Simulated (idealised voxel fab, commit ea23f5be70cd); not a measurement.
process module | voxel released beams
cross-section cut | 195 nm wide | cells 5 nm
A cross-section is a grid of square cells, given in bands from the top down. A band is one or more rows of cells.
Each band's line starts with the height of the band's top and of its bottom, in nm. Then come its materials from left to right, each with its width in nm. One material with "throughout" fills the band from edge to edge. "air" is empty space.
Height 0 is the level under which the wafer as received is all one material. The lowest band goes on downwards, as in "0 down".
A width such as "30 to 40" changes by the same amount from each row of cells to the next, from the band's top row to its bottom row.
"no change" after a step means that no cell of the cross-section changed.
closed voids: empty space of 8 cells or more with no open way to the top, each as width x height at its distance from the left edge, in nm
after a step's settings: what the simulator itself notes on the step
overlay nm, on a step with a mask: how far to the right of its planned place the mask lay; to the left if negative
plan
1 op RECEIVE | material Si
2 op CONFORMAL_DEP | material Al2O3 | thk nm 10
3 op DIRECTIONAL_DEP | material SiO2 | thk nm 15
4 op DIRECTIONAL_DEP | material aC | thk nm 10
5 op PATTERN | tone open | mask id ANCHOR | material resist | width nm 40 | thk nm 30 | overlay nm 0
6 op DIRECTIONAL_ETCH | etch materials aC | depth nm 10
7 op STRIP | etch materials resist
8 op DIRECTIONAL_ETCH | etch materials SiO2 | depth nm 15
9 op STRIP | etch materials aC
10 op CONFORMAL_DEP | material SiN | thk nm 15
11 op MASKED_ETCH | tone cover | mask id BEAM | width nm 85 | etch materials SiN | depth nm 15 | overlay nm 0
12 op STRIP | etch materials SiO2
as received, after step 1
  0 down: Si throughout
  closed voids: none
first wafer at the end, as planned
  40 to 25: air 50 | SiN 20 | air 10 | SiN 55 | air 60
  25 to 10: air 55 | SiN 40 | air 100
  10 to 0: Al2O3 throughout
  0 down: Si throughout
  closed voids: none
second wafer at the end: like start, like plan, one mistake
  30 to 15: air 50 | SiN 20 | air 10 | SiN 55 | air 60
  15 to 0: air 55 | SiN 40 | air 100
  0 down: Si throughout
  closed voids: none
what went wrong: step 2 was left out
at the end the second wafer has, in cells: 78 fewer of Al2O3
